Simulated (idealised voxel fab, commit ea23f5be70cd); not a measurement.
Process module name: voxel spacer lines
Xsec cut, 215 nm wide, square cell size 5 nm.
In this document a cross-section is written as a grid of square cells. It is given as a series of bands, listed from the top down, and a band is one or more rows of cells.
The band entry comprises the height of the band's top followed by the height of its bottom, expressed in nm, and subsequently the band's materials from left to right, each stated together with its width in nm. Where a single material is marked with the word "full width", that material fills the band from edge to edge. The word "blank" represents empty space.
Height datum 0, below which the as-received substrate wafer is one material. Lowest band open at the bottom, running downward: "0..down".
Read "30->40" as a graded width: first number on top, second number at the bottom, same change between each pair of neighbouring rows.
Where a step carries "nothing altered", the cross-section came out of it unchanged, cell for cell.
Look at "Closed internal cavities" for the closed voids: empty spaces with no open path to the top, sized 8 cells or up. Each is width x height at distance, distance from the left edge, all nm.
That trailing text on a step's line, after the settings, is the simulator's own remark on the step.
overlay nm, on a step with a mask: how far to the right of its planned place the mask lay; to the left if negative

Steps planned for the process:
1: RECEIVE,material Si
2: CONFORMAL_DEP,material Al2O3,thk nm 10
3: DIRECTIONAL_DEP,material SiN,thk nm 15
4: DIRECTIONAL_DEP,material polySi,thk nm 30
5: PATTERN,tone cover,mask id MANDREL,material resist,width nm 20,pitch nm 60,thk nm 35,overlay nm 0
6: DIRECTIONAL_ETCH,etch materials polySi,depth nm 30
7: STRIP,etch materials resist
8: CONFORMAL_DEP,material SiO2,thk nm 10
9: DIRECTIONAL_ETCH,etch materials SiO2,depth nm 10
10: STRIP,etch materials polySi
11: DIRECTIONAL_ETCH,etch materials SiN,depth nm 15
12: STRIP,etch materials SiO2

The cross-section here shows the wafer as received, i.e. in its state after step 1:
  0..down: Si full width
  Closed internal cavities: none

First of two wafers, end-of-module section, run followed plan:
  25..10: 55 of blank | 10 of SiN | 20 of blank | 10 of SiN | 20 of blank | 10 of SiN | 20 of blank | 10 of SiN | 60 of blank
  10..0: Al2O3 full width
  0..down: Si full width
  Closed internal cavities: none

So this is wafer number two of the two, cut at the end of the module - it started where the first did and had the same plan, we just got one thing wrong running it:
  25..10: 55 of blank | 10 of SiN | 25 of blank | 10 of SiN | 15 of blank | 10 of SiN | 25 of blank | 10 of SiN | 55 of blank
  10..0: Al2O3 full width
  0..down: Si full width
  Closed internal cavities: none
What broke from the plan during processing? step 5 went in with a setting other than planned; the actual run was PATTERN,tone cover,mask id MANDREL,material resist,width nm 25,pitch nm 60,thk nm 35,overlay nm 0
If you tally the cells, the second wafer ends up with the same amount of every material as the first; it's all just sitting in different places.
